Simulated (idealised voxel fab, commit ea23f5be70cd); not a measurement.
process module | voxel local oxidation
Displayed cross-section: cut, width of 145 nm, square cells sized 5 nm.
If you're reading a cross-section in this doc, picture square cells in a grid; it comes to you as bands, top ones listed first down to the bottom, and a band can be one or more rows of cells. A band entry consists of two parts. The first gives the height of the band's top and the height of its bottom, in nm. The rest lists the band's materials from left to right, each with its width in nm. A single material labelled with the word "full width" fills the band from edge to edge, and the word "blank" marks empty space. We count height from 0. Below that, the starting wafer is all one material. The lowest band never ends at the bottom but goes on down; see "0 nm and below" for how that is written. The notation "30->40" denotes a width that varies across the rows of cells in the band, beginning at the first number in the top row, finishing at the second number in the bottom row, and changing by an identical amount from each row to the next. What does "no change occurred" mean for a step? It means no cell of the cross-section changed in that step. You'll see "Unvented voids" listing empty spaces that have no way open to the top, as long as they're 8 cells or more; the notation is width x height at distance, where the distance is from the left edge, and all of it is in nm. Formally, on a step line, whatever follows the settings is a remark that the simulator itself makes on the step. overlay nm: on a step with a mask, how far right of its planned place the mask lay; negative means left.
-- Process steps - plan
step 1: RECEIVE, material Si
step 2: CONFORMAL_DEP, material SiO2, thk nm 5
step 3: CONFORMAL_DEP, material SiN, thk nm 10
step 4: PATTERN, tone cover, mask id ACTIVE, material resist, width nm 90, thk nm 20, overlay nm 0
step 5: DIRECTIONAL_ETCH, etch materials SiN, depth nm 10
step 6: STRIP, etch materials resist
step 7: SELECTIVE_ETCH, etch materials SiO2, depth nm 5
step 8: OXIDIZE, depth nm 15
step 9: STRIP, etch materials SiN
It is noted that the wafers described herein are identical at the outset and are distinguished by the width nm of step 4; the value stated in the plan corresponds to the first wafer.
-- Cross-section: the first of several wafers in its as-received state, i.e. following step 1
0 nm and below  Si full width
Unvented voids: none
-- End-of-module cross-section, first of several wafers, after last step 9
5 nm to 0 nm  30 of blank  80 of SiO2  35 of blank
0 nm to -15 nm  45 of SiO2  50 of Si  50 of SiO2
-15 nm and below  Si full width
Unvented voids: none
-- Final wafer cross-section at module end
5 nm to 0 nm  20 of blank  105 of SiO2  20 of blank
0 nm to -15 nm  35 of SiO2  75 of Si  35 of SiO2
-15 nm and below  Si full width
Unvented voids: none
-- Tabulated below, wafer by wafer, are the end-of-module results: for each material, the number of cells gained (+) or lost (-) relative to the as-received state, followed by the closed voids
width nm 90, -57 Si, +73 SiO2, Unvented voids: none
width nm 95, -54 Si, +71 SiO2, Unvented voids: none
width nm 100, -51 Si, +69 SiO2, Unvented voids: none
width nm 105, -48 Si, +67 SiO2, Unvented voids: none
width nm 110, -45 Si, +65 SiO2, Unvented voids: none
width nm 115, -42 Si, +63 SiO2, Unvented voids: none
